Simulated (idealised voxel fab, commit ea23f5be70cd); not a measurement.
Process module, titled voxel ribs on slabs
This is section cut - it's 235 nm across, gridded in 5 nm square cells.
Just so we're on the same page, the cross-sections are grids of square cells, and they're listed out in bands top to bottom, each band one or more rows deep.
Band: top and bottom heights (nm) first, top before bottom; then materials from left to right, widths in nm. "full width" marks a sole material filling the band edge to edge. "blank" denotes empty space.
A quick word on heights: they are counted from 0, and under that level the wafer as it came to us is one material throughout. The lowest band is different from the rest in having no bottom; it simply continues downward, written as in "0 and below".
Read "30 to 40" as a graded width: first number on top, second number at the bottom, same change between each pair of neighbouring rows.
Where a step carries "everything unchanged", the cross-section came out of it unchanged, cell for cell.
Each empty space that has no open way to the top and spans at least 8 cells appears under "Closed void roster" as width x height at distance, the distance counted from the left edge, all in nm.
It should be noted that, on the line of a given step, the content following the step's settings is a remark produced by the simulator itself with respect to that step.
If you see "overlay nm" on a step's line and that step has a mask, it's telling you how far right of where it was planned the mask ended up; a negative number means it went left instead.
## Steps in the process plan
1,RECEIVE with material Si
2,DIRECTIONAL_DEP with material SiO2, thk nm 25
3,DIRECTIONAL_DEP with material polySi, thk nm 25
4,DIRECTIONAL_DEP with material aC, thk nm 15
5,PATTERN with tone cover, mask id RIB, material resist, width nm 20, thk nm 30, overlay nm 0
6,DIRECTIONAL_ETCH with etch materials aC, depth nm 15
7,STRIP with etch materials resist
8,DIRECTIONAL_ETCH with etch materials polySi, depth nm 15
9,STRIP with etch materials aC
10,PATTERN with tone cover, mask id SLAB, material resist, width nm 60, thk nm 20, overlay nm -15
11,DIRECTIONAL_ETCH with etch materials polySi, depth nm 10
12,STRIP with etch materials resist
13,FILL_DEP with material SiO2, thk nm 20
14,CMP with height nm 65
15,DIRECTIONAL_DEP with material W, thk nm 10
16,MASKED_ETCH with tone cover, mask id HEATER, width nm 30, etch materials W, depth nm 10, overlay nm 0
17,CONFORMAL_DEP with material SiN, thk nm 10
All wafers enter the flow in the same state. The overlay nm at step 10 differs from wafer to wafer, and the plan gives the value for the first wafer.
## Here's the first of the wafers in cross-section, just as we got it, i.e. after step 1
- 0 and below = Si full width
- Closed void roster: none
## Every row in this table is a wafer at the end of the module, and it gives, for each of the materials, the cells that wafer has gained (+) or lost (-) since it was received, then its closed voids
overlay nm -15, +102 SiN, +575 SiO2, +12 W, +36 polySi, Closed void roster: none
overlay nm -10, +102 SiN, +575 SiO2, +12 W, +36 polySi, Closed void roster: none
overlay nm -5, +102 SiN, +575 SiO2, +12 W, +36 polySi, Closed void roster: none
overlay nm 0, +102 SiN, +575 SiO2, +12 W, +36 polySi, Closed void roster: none
overlay nm 5, +102 SiN, +575 SiO2, +12 W, +36 polySi, Closed void roster: none
overlay nm 10, +102 SiN, +575 SiO2, +12 W, +36 polySi, Closed void roster: none
overlay nm 15, +102 SiN, +575 SiO2, +12 W, +36 polySi, Closed void roster: none
